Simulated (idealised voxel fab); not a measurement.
Herein follows the process module entitled voxel plated lines.
For reference, the cross-section in this document is cut, with width 225 nm and square cells of 5 nm.
A cross-section is written here as square cells arranged in a grid, and it is given in bands from the top down, each band taking up one or more rows of cells. Band entry format. Leading values: height of top, height of bottom, nm. Remainder: materials in left-to-right order, each with its width in nm. Special words: "all across" on a single material, which then fills the band edge to edge; "air", empty space. Heights are measured from 0, the level below which the as-received wafer is all one material; the lowest band has no bottom and continues downward, written as in "z 0 and below". A width such as "30..40" changes by the same amount from each row of cells to the next, from the band's top row to its bottom row. The designation "remained the same", where it is given for a processing step, indicates that no cell of the cross-section was altered in the course of that step. Listed in "Sealed voids": every empty space of 8 or more cells without an open way to the top. Form: width x height at distance, the distance being from the left edge, all in nm. Anything after a step's settings on that line? It's the simulator's own note about the step. When a step includes a mask, the "overlay nm" setting on its line states how far to the right of its planned place that mask lay, and negative values state how far to the left.
## The steps planned for the process are as follows
1,RECEIVE | material Si
2,CONFORMAL_DEP | material Al2O3 | thk nm 5
3,DIRECTIONAL_DEP | material TiN | thk nm 5
4,PATTERN | tone open | mask id LINES | material resist | width nm 20 | pitch nm 45 | thk nm 30 | overlay nm 0
5,EPI | material Ru | thk nm 5
6,EPI | material Ru | thk nm 5
7,STRIP | etch materials resist
8,DIRECTIONAL_ETCH | etch materials TiN | depth nm 5
9,CONFORMAL_DEP | material SiN | thk nm 10
## Cross-section of the wafer at receipt, which is the condition after step 1
> z 0 and below  Si all across
> Sealed voids: none
## Post-module cross-section: identical start and plan to those above, one misstep in execution
> z 40 to 30  air=70, SiN=40, air=5, SiN=40, air=70
> z 30 to 25  air=70, SiN=10, Ru=20, SiN=10, air=5, SiN=10, Ru=20, SiN=10, air=70
> z 25 to 20  SiN=80, Ru=20, SiN=25, Ru=20, SiN=80
> z 20 to 15  SiN=80, TiN=20, SiN=25, TiN=20, SiN=80
> z 15 to 5  TiN all across
> z 5 to 0  Al2O3 all across
> z 0 and below  Si all across
> Sealed voids: none
What was the processing mistake? off-plan run, step 3, actual operation and settings DIRECTIONAL_DEP | material TiN | thk nm 15
